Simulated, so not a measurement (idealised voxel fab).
process module | voxel air gaps
cross-section cut | 260 nm wide | cells 5 nm
A cross-section is a grid of square cells, given in bands from the top down. A band is one or more rows of cells.
Each band's line starts with the height of the band's top and of its bottom, in nm. Then come its materials from left to right, each with its width in nm. One material with "throughout" fills the band from edge to edge. "air" is empty space.
Height 0 is the level under which the wafer as received is all one material. The lowest band goes on downwards, as in "0 down".
A width such as "30 to 40" changes by the same amount from each row of cells to the next, from the band's top row to its bottom row.
"no change" after a step means that no cell of the cross-section changed.
closed voids: empty space of 8 cells or more with no open way to the top, each as width x height at its distance from the left edge, in nm
after a step's settings: what the simulator itself notes on the step
overlay nm, on a step with a mask: how far to the right of its planned place the mask lay; to the left if negative
plan
1 op RECEIVE | material Si
2 op CONFORMAL_DEP | material SiO2 | thk nm 15
3 op CONFORMAL_DEP | material SiCN | thk nm 5
4 op DIRECTIONAL_DEP | material SiO2 | thk nm 40
5 op PATTERN | tone open | mask id LINES | material resist | width nm 20 | pitch nm 45 | thk nm 20 | overlay nm 0
6 op DIRECTIONAL_ETCH | etch materials SiO2 | depth nm 40
7 op STRIP | etch materials resist
8 op CONFORMAL_DEP | material TiN | thk nm 5
9 op FILL_DEP | material Ru | thk nm 5
10 op CMP | height nm 60
11 op EPI | material Ru | thk nm 10
12 op SELECTIVE_ETCH | etch materials SiO2 | depth nm 50
13 op CONFORMAL_DEP | material SiCN | thk nm 5
as received, after step 1
  0 down: Si throughout
  closed voids: none
a wafer at the end: this start, this plan, one mistake
  75 to 70: air 35 | SiCN 185 | air 40
  70 to 60: air 35 | SiCN 5 | Ru 40 | SiCN 5 | Ru 40 | SiCN 5 | Ru 40 | SiCN 5 | Ru 40 | SiCN 5 | air 40
  60 to 55: air 35 | SiCN 15 | TiN 5 | Ru 10 | TiN 5 | SiCN 25 | TiN 5 | Ru 10 | TiN 5 | SiCN 25 | TiN 5 | Ru 10 | TiN 5 | SiCN 25 | TiN 5 | Ru 10 | TiN 5 | SiCN 15 | air 40
  55 to 25: air 45 | SiCN 5 | TiN 5 | Ru 10 | TiN 5 | SiCN 5 | air 15 | SiCN 5 | TiN 5 | Ru 10 | TiN 5 | SiCN 5 | air 15 | SiCN 5 | TiN 5 | Ru 10 | TiN 5 | SiCN 5 | air 15 | SiCN 5 | TiN 5 | Ru 10 | TiN 5 | SiCN 5 | air 50
  25 to 20: SiCN 50 | TiN 20 | SiCN 25 | TiN 20 | SiCN 25 | TiN 20 | SiCN 25 | TiN 20 | SiCN 55
  20 to 15: SiCN throughout
  15 to 0: TiN throughout
  0 down: Si throughout
  closed voids: 15 x 30 at 75; 15 x 30 at 120; 15 x 30 at 165
what went wrong: step 2 ran as: op CONFORMAL_DEP | material TiN | thk nm 15
